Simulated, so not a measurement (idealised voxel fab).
Process module under the name voxel wiring stack
FYI the section here is cut, 300 nm wide, cells are 5 nm squares.
How to read a cross-section here: the picture is a grid of square cells, written as bands going from the top down, and any band can span one or more rows of cells.
Read a band's entry like this: the first values are the height of its top and the height of its bottom in nm, and what follows is the sequence of materials from left to right, each with its width in nm. Note that "air" is empty space, and that a single material marked "all across" reaches across the band from edge to edge.
Where do heights start? At 0: under that level the wafer as delivered is made of one material only. And the lowest band has no floor; it just carries on downward, as in "0 -> down".
Graded width ("30->40"): value in top row of band = first number; value in bottom row = second number; row-to-row change constant.
When a step is marked "nothing changed", none of the cells in the cross-section changed during that step.
Reported under the label "Closed cavity list" are the empty spaces having no open way to the top and comprising 8 cells or more; the notation for each is width x height at distance, in which the distance is measured from the left edge and all three values are in nm.
It should be noted that, on the line of a given step, the content following the step's settings is a remark produced by the simulator itself with respect to that step.
Each step line may optionally specify "overlay nm", which for a step with a mask gives the rightward distance between the mask's planned place and where it lay, a negative value indicating the leftward direction.

**Process steps (planned)**
1: RECEIVE, material Si
2: CONFORMAL_DEP, material SiO2, thk nm 10
3: DIRECTIONAL_DEP, material TiN, thk nm 5
4: DIRECTIONAL_DEP, material Ru, thk nm 15
5: PATTERN, tone cover, mask id METAL_1, material resist, width nm 20, pitch nm 40, thk nm 15, overlay nm 0
6: DIRECTIONAL_ETCH, etch materials Ru, depth nm 15
7: DIRECTIONAL_ETCH, etch materials TiN, depth nm 5
8: STRIP, etch materials resist
9: CONFORMAL_DEP, material SiCN, thk nm 5
10: FILL_DEP, material SiO2, thk nm 5
11: CMP, height nm 30
12: CONFORMAL_DEP, material SiCN, thk nm 5
13: DIRECTIONAL_DEP, material SiO2, thk nm 15
14: DIRECTIONAL_DEP, material aC, thk nm 15
15: PATTERN, tone open, mask id PLUG_1, material resist, width nm 15, pitch nm 40, thk nm 30, overlay nm 0
16: DIRECTIONAL_ETCH, etch materials aC, depth nm 15
17: STRIP, etch materials resist
18: DIRECTIONAL_ETCH, etch materials SiO2, depth nm 15
19: DIRECTIONAL_ETCH, etch materials SiCN, depth nm 5
20: STRIP, etch materials aC
21: CONFORMAL_DEP, material TiN, thk nm 5
22: FILL_DEP, material Cu, thk nm 5
23: CMP, height nm 50
24: CONFORMAL_DEP, material SiN, thk nm 5
25: DIRECTIONAL_DEP, material lowk, thk nm 20
26: DIRECTIONAL_DEP, material aC, thk nm 15
27: PATTERN, tone open, mask id METAL_2, material resist, width nm 20, pitch nm 40, thk nm 30, overlay nm 0
28: DIRECTIONAL_ETCH, etch materials aC, depth nm 15
29: STRIP, etch materials resist
30: DIRECTIONAL_ETCH, etch materials lowk, depth nm 20
31: DIRECTIONAL_ETCH, etch materials SiN, depth nm 5
32: STRIP, etch materials aC
33: CONFORMAL_DEP, material TiN, thk nm 5
34: FILL_DEP, material Cu, thk nm 5
35: CMP, height nm 75
36: CONFORMAL_DEP, material SiCN, thk nm 5
37: DIRECTIONAL_DEP, material lowk, thk nm 30
38: PATTERN, tone open, mask id METAL_3_HOLES, material resist, width nm 15, thk nm 20, overlay nm 0
39: DIRECTIONAL_ETCH, etch materials lowk, depth nm 30
40: STRIP, etch materials resist
41: MASKED_ETCH, tone open, mask id METAL_3, width nm 20, pitch nm 40, etch materials lowk, depth nm 15, overlay nm 0
42: MASKED_ETCH, tone open, mask id METAL_3, width nm 20, pitch nm 40, etch materials SiCN, depth nm 5, overlay nm 0
43: CONFORMAL_DEP, material TiN, thk nm 5
44: FILL_DEP, material Ru, thk nm 5
45: CMP, height nm 110
46: CONFORMAL_DEP, material SiN, thk nm 5

**Of two wafers, the first: run according to plan**

**Incoming wafer, cross-sectional view, post step 1**
    0 -> down: Si all across
    Closed cavity list: none

**Cross-section of the wafer subsequent to step 2**
    10 -> 0: SiO2 all across
    Everything below 0 is unchanged.

**Cross-section of the wafer subsequent to step 3**
    15 -> 10: TiN all across
    Everything below 10 is unchanged.

**Cross-section of the wafer subsequent to step 4**
    30 -> 15: Ru all across
    Everything below 15 is unchanged.

**Cross-section of the wafer subsequent to step 5**
    45 -> 30: 120 nm air; 20 nm resist; 20 nm air; 20 nm resist; 120 nm air
    Everything below 30 is unchanged.

**Cross-section of the wafer subsequent to step 6**
    45 -> 30: 120 nm air; 20 nm resist; 20 nm air; 20 nm resist; 120 nm air
    30 -> 15: 120 nm air; 20 nm Ru; 20 nm air; 20 nm Ru; 120 nm air
    Everything below 15 is unchanged.

**Cross-section of the wafer subsequent to step 7**
    45 -> 30: 120 nm air; 20 nm resist; 20 nm air; 20 nm resist; 120 nm air
    30 -> 15: 120 nm air; 20 nm Ru; 20 nm air; 20 nm Ru; 120 nm air
    15 -> 10: 120 nm air; 20 nm TiN; 20 nm air; 20 nm TiN; 120 nm air
    Everything below 10 is unchanged.

**Cross-section of the wafer subsequent to step 8**
    30 -> 15: 120 nm air; 20 nm Ru; 20 nm air; 20 nm Ru; 120 nm air
    Everything below 15 is unchanged.

**Cross-section of the wafer subsequent to step 9**
    35 -> 30: 115 nm air; 30 nm SiCN; 10 nm air; 30 nm SiCN; 115 nm air
    30 -> 15: 115 nm air; 5 nm SiCN; 20 nm Ru; 5 nm SiCN; 10 nm air; 5 nm SiCN; 20 nm Ru; 5 nm SiCN; 115 nm air
    15 -> 10: 120 nm SiCN; 20 nm TiN; 20 nm SiCN; 20 nm TiN; 120 nm SiCN
    Everything below 10 is unchanged.

**Cross-section of the wafer subsequent to step 10**
    40 -> 35: SiO2 all across
    35 -> 30: 115 nm SiO2; 30 nm SiCN; 10 nm SiO2; 30 nm SiCN; 115 nm SiO2
    30 -> 15: 115 nm SiO2; 5 nm SiCN; 20 nm Ru; 5 nm SiCN; 10 nm SiO2; 5 nm SiCN; 20 nm Ru; 5 nm SiCN; 115 nm SiO2
    Everything below 15 is unchanged.

**Cross-section of the wafer subsequent to step 11**
    30 -> 15: 115 nm SiO2; 5 nm SiCN; 20 nm Ru; 5 nm SiCN; 10 nm SiO2; 5 nm SiCN; 20 nm Ru; 5 nm SiCN; 115 nm SiO2
    Everything below 15 is unchanged.

**Cross-section of the wafer subsequent to step 12**
    35 -> 30: SiCN all across
    Everything below 30 is unchanged.

**Cross-section of the wafer subsequent to step 13**
    50 -> 35: SiO2 all across
    Everything below 35 is unchanged.

**Cross-section of the wafer subsequent to step 14**
    65 -> 50: aC all across
    Everything below 50 is unchanged.

**Cross-section of the wafer subsequent to step 15**
    95 -> 65: 120 nm resist; 15 nm air; 25 nm resist; 15 nm air; 125 nm resist
    Everything below 65 is unchanged.

**Cross-section of the wafer subsequent to step 16**
    80 -> 65: 120 nm resist; 15 nm air; 25 nm resist; 15 nm air; 125 nm resist
    65 -> 50: 120 nm aC; 15 nm air; 25 nm aC; 15 nm air; 125 nm aC
    Everything below 50 is unchanged.

**Cross-section of the wafer subsequent to step 17**
    65 -> 50: 120 nm aC; 15 nm air; 25 nm aC; 15 nm air; 125 nm aC
    Everything below 50 is unchanged.

**Cross-section of the wafer subsequent to step 18**
    65 -> 50: 120 nm aC; 15 nm air; 25 nm aC; 15 nm air; 125 nm aC
    50 -> 35: 120 nm SiO2; 15 nm air; 25 nm SiO2; 15 nm air; 125 nm SiO2
    Everything below 35 is unchanged.

**Cross-section of the wafer subsequent to step 19**
    65 -> 50: 120 nm aC; 15 nm air; 25 nm aC; 15 nm air; 125 nm aC
    50 -> 35: 120 nm SiO2; 15 nm air; 25 nm SiO2; 15 nm air; 125 nm SiO2
    35 -> 30: 120 nm SiCN; 15 nm air; 25 nm SiCN; 15 nm air; 125 nm SiCN
    Everything below 30 is unchanged.

**Cross-section of the wafer subsequent to step 20**
    50 -> 35: 120 nm SiO2; 15 nm air; 25 nm SiO2; 15 nm air; 125 nm SiO2
    Everything below 35 is unchanged.

**Cross-section of the wafer subsequent to step 21**
    55 -> 50: 125 nm TiN; 5 nm air; 35 nm TiN; 5 nm air; 130 nm TiN
    50 -> 35: 120 nm SiO2; 5 nm TiN; 5 nm air; 5 nm TiN; 25 nm SiO2; 5 nm TiN; 5 nm air; 5 nm TiN; 125 nm SiO2
    35 -> 30: 120 nm SiCN; 15 nm TiN; 25 nm SiCN; 15 nm TiN; 125 nm SiCN
    Everything below 30 is unchanged.

**Cross-section of the wafer subsequent to step 22**
    60 -> 55: Cu all across
    55 -> 50: 125 nm TiN; 5 nm Cu; 35 nm TiN; 5 nm Cu; 130 nm TiN
    50 -> 35: 120 nm SiO2; 5 nm TiN; 5 nm Cu; 5 nm TiN; 25 nm SiO2; 5 nm TiN; 5 nm Cu; 5 nm TiN; 125 nm SiO2
    Everything below 35 is unchanged.

**Cross-section of the wafer subsequent to step 23**
    50 -> 35: 120 nm SiO2; 5 nm TiN; 5 nm Cu; 5 nm TiN; 25 nm SiO2; 5 nm TiN; 5 nm Cu; 5 nm TiN; 125 nm SiO2
    Everything below 35 is unchanged.

**Cross-section of the wafer subsequent to step 24**
    55 -> 50: SiN all across
    Everything below 50 is unchanged.

**Cross-section of the wafer subsequent to step 25**
    75 -> 55: lowk all across
    Everything below 55 is unchanged.

**Cross-section of the wafer subsequent to step 26**
    90 -> 75: aC all across
    Everything below 75 is unchanged.

**Cross-section of the wafer subsequent to step 27**
    120 -> 90: 120 nm resist; 20 nm air; 20 nm resist; 20 nm air; 120 nm resist
    Everything below 90 is unchanged.

**Cross-section of the wafer subsequent to step 28**
    105 -> 90: 120 nm resist; 20 nm air; 20 nm resist; 20 nm air; 120 nm resist
    90 -> 75: 120 nm aC; 20 nm air; 20 nm aC; 20 nm air; 120 nm aC
    Everything below 75 is unchanged.

**Cross-section of the wafer subsequent to step 29**
    90 -> 75: 120 nm aC; 20 nm air; 20 nm aC; 20 nm air; 120 nm aC
    Everything below 75 is unchanged.

**Cross-section of the wafer subsequent to step 30**
    90 -> 75: 120 nm aC; 20 nm air; 20 nm aC; 20 nm air; 120 nm aC
    75 -> 55: 120 nm lowk; 20 nm air; 20 nm lowk; 20 nm air; 120 nm lowk
    Everything below 55 is unchanged.

**Cross-section of the wafer subsequent to step 31**
    90 -> 75: 120 nm aC; 20 nm air; 20 nm aC; 20 nm air; 120 nm aC
    75 -> 55: 120 nm lowk; 20 nm air; 20 nm lowk; 20 nm air; 120 nm lowk
    55 -> 50: 120 nm SiN; 20 nm air; 20 nm SiN; 20 nm air; 120 nm SiN
    Everything below 50 is unchanged.

**Cross-section of the wafer subsequent to step 32**
    75 -> 55: 120 nm lowk; 20 nm air; 20 nm lowk; 20 nm air; 120 nm lowk
    Everything below 55 is unchanged.

**Cross-section of the wafer subsequent to step 33**
    80 -> 75: 125 nm TiN; 10 nm air; 30 nm TiN; 10 nm air; 125 nm TiN
    75 -> 55: 120 nm lowk; 5 nm TiN; 10 nm air; 5 nm TiN; 20 nm lowk; 5 nm TiN; 10 nm air; 5 nm TiN; 120 nm lowk
    55 -> 50: 120 nm SiN; 20 nm TiN; 20 nm SiN; 20 nm TiN; 120 nm SiN
    Everything below 50 is unchanged.

**Cross-section of the wafer subsequent to step 34**
    85 -> 80: Cu all across
    80 -> 75: 125 nm TiN; 10 nm Cu; 30 nm TiN; 10 nm Cu; 125 nm TiN
    75 -> 55: 120 nm lowk; 5 nm TiN; 10 nm Cu; 5 nm TiN; 20 nm lowk; 5 nm TiN; 10 nm Cu; 5 nm TiN; 120 nm lowk
    Everything below 55 is unchanged.

**Cross-section of the wafer subsequent to step 35**
    75 -> 55: 120 nm lowk; 5 nm TiN; 10 nm Cu; 5 nm TiN; 20 nm lowk; 5 nm TiN; 10 nm Cu; 5 nm TiN; 120 nm lowk
    Everything below 55 is unchanged.

**Cross-section of the wafer subsequent to step 36**
    80 -> 75: SiCN all across
    Everything below 75 is unchanged.

**Cross-section of the wafer subsequent to step 37**
    110 -> 80: lowk all across
    Everything below 80 is unchanged.

**Cross-section of the wafer subsequent to step 38**
    130 -> 110: 120 nm resist; 15 nm air; 165 nm resist
    Everything below 110 is unchanged.

**Cross-section of the wafer subsequent to step 39**
    130 -> 110: 120 nm resist; 15 nm air; 165 nm resist
    110 -> 80: 120 nm lowk; 15 nm air; 165 nm lowk
    Everything below 80 is unchanged.

**Cross-section of the wafer subsequent to step 40**
    110 -> 80: 120 nm lowk; 15 nm air; 165 nm lowk
    Everything below 80 is unchanged.

**Cross-section of the wafer subsequent to step 41**
    110 -> 95: 120 nm lowk; 20 nm air; 20 nm lowk; 20 nm air; 120 nm lowk
    Everything below 95 is unchanged.

**Cross-section of the wafer subsequent to step 42**
    110 -> 95: 120 nm lowk; 20 nm air; 20 nm lowk; 20 nm air; 120 nm lowk
    95 -> 80: 120 nm lowk; 15 nm air; 165 nm lowk
    80 -> 75: 120 nm SiCN; 15 nm air; 165 nm SiCN
    Everything below 75 is unchanged.

**Cross-section of the wafer subsequent to step 43**
    115 -> 110: 125 nm TiN; 10 nm air; 30 nm TiN; 10 nm air; 125 nm TiN
    110 -> 100: 120 nm lowk; 5 nm TiN; 10 nm air; 5 nm TiN; 20 nm lowk; 5 nm TiN; 10 nm air; 5 nm TiN; 120 nm lowk
    100 -> 95: 120 nm lowk; 5 nm TiN; 5 nm air; 10 nm TiN; 20 nm lowk; 20 nm TiN; 120 nm lowk
    95 -> 80: 120 nm lowk; 5 nm TiN; 5 nm air; 5 nm TiN; 165 nm lowk
    80 -> 75: 120 nm SiCN; 15 nm TiN; 165 nm SiCN
    Everything below 75 is unchanged.

**Cross-section of the wafer subsequent to step 44**
    120 -> 115: Ru all across
    115 -> 110: 125 nm TiN; 10 nm Ru; 30 nm TiN; 10 nm Ru; 125 nm TiN
    110 -> 100: 120 nm lowk; 5 nm TiN; 10 nm Ru; 5 nm TiN; 20 nm lowk; 5 nm TiN; 10 nm Ru; 5 nm TiN; 120 nm lowk
    100 -> 95: 120 nm lowk; 5 nm TiN; 5 nm Ru; 10 nm TiN; 20 nm lowk; 20 nm TiN; 120 nm lowk
    95 -> 80: 120 nm lowk; 5 nm TiN; 5 nm Ru; 5 nm TiN; 165 nm lowk
    Everything below 80 is unchanged.

**Cross-section of the wafer subsequent to step 45**
    110 -> 100: 120 nm lowk; 5 nm TiN; 10 nm Ru; 5 nm TiN; 20 nm lowk; 5 nm TiN; 10 nm Ru; 5 nm TiN; 120 nm lowk
    Everything below 100 is unchanged.

**Cross-section of the wafer subsequent to step 46**
    115 -> 110: SiN all across
    Everything below 110 is unchanged.

**The Second Wafer: Common Origin and Plan, One Mistake in Execution, Identical to the First Through Step 37**

**Cross-sectional view of the second wafer at the intended end time of process step 38**
    130 -> 110: 120 nm resist; 20 nm air; 160 nm resist
    Everything below 110 is unchanged.

**Cross-sectional view of the second wafer at the intended end time of process step 39**
    130 -> 110: 120 nm resist; 20 nm air; 160 nm resist
    110 -> 80: 120 nm lowk; 20 nm air; 160 nm lowk
    Everything below 80 is unchanged.

**Cross-sectional view of the second wafer at the intended end time of process step 40**
    110 -> 80: 120 nm lowk; 20 nm air; 160 nm lowk
    Everything below 80 is unchanged.

**Cross-sectional view of the second wafer at the intended end time of process step 41**
    110 -> 95: 120 nm lowk; 20 nm air; 20 nm lowk; 20 nm air; 120 nm lowk
    Everything below 95 is unchanged.

**Cross-sectional view of the second wafer at the intended end time of process step 42**
    110 -> 95: 120 nm lowk; 20 nm air; 20 nm lowk; 20 nm air; 120 nm lowk
    95 -> 80: 120 nm lowk; 20 nm air; 160 nm lowk
    80 -> 75: 120 nm SiCN; 20 nm air; 160 nm SiCN
    Everything below 75 is unchanged.

**Cross-sectional view of the second wafer at the intended end time of process step 43**
    115 -> 110: 125 nm TiN; 10 nm air; 30 nm TiN; 10 nm air; 125 nm TiN
    110 -> 100: 120 nm lowk; 5 nm TiN; 10 nm air; 5 nm TiN; 20 nm lowk; 5 nm TiN; 10 nm air; 5 nm TiN; 120 nm lowk
    100 -> 95: 120 nm lowk; 5 nm TiN; 10 nm air; 5 nm TiN; 20 nm lowk; 20 nm TiN; 120 nm lowk
    95 -> 80: 120 nm lowk; 5 nm TiN; 10 nm air; 5 nm TiN; 160 nm lowk
    80 -> 75: 120 nm SiCN; 20 nm TiN; 160 nm SiCN
    Everything below 75 is unchanged.

**Cross-sectional view of the second wafer at the intended end time of process step 44**
    120 -> 115: Ru all across
    115 -> 110: 125 nm TiN; 10 nm Ru; 30 nm TiN; 10 nm Ru; 125 nm TiN
    110 -> 100: 120 nm lowk; 5 nm TiN; 10 nm Ru; 5 nm TiN; 20 nm lowk; 5 nm TiN; 10 nm Ru; 5 nm TiN; 120 nm lowk
    100 -> 95: 120 nm lowk; 5 nm TiN; 10 nm Ru; 5 nm TiN; 20 nm lowk; 20 nm TiN; 120 nm lowk
    95 -> 80: 120 nm lowk; 5 nm TiN; 10 nm Ru; 5 nm TiN; 160 nm lowk
    Everything below 80 is unchanged.

**Cross-sectional view of the second wafer at the intended end time of process step 45**
    110 -> 100: 120 nm lowk; 5 nm TiN; 10 nm Ru; 5 nm TiN; 20 nm lowk; 5 nm TiN; 10 nm Ru; 5 nm TiN; 120 nm lowk
    Everything below 100 is unchanged.

**Cross-sectional view of the second wafer at the intended end time of process step 46**
    115 -> 110: SiN all across
    Everything below 110 is unchanged.
Here's what went sideways: heads up, step 38 didn't go per plan, it actually ran as PATTERN, tone open, mask id METAL_3_HOLES, material resist, width nm 20, thk nm 20, overlay nm 0
Per the end-of-run cell counts, the second wafer holds more or fewer of some materials than the first: Ru +4 | SiCN -1 | lowk -3
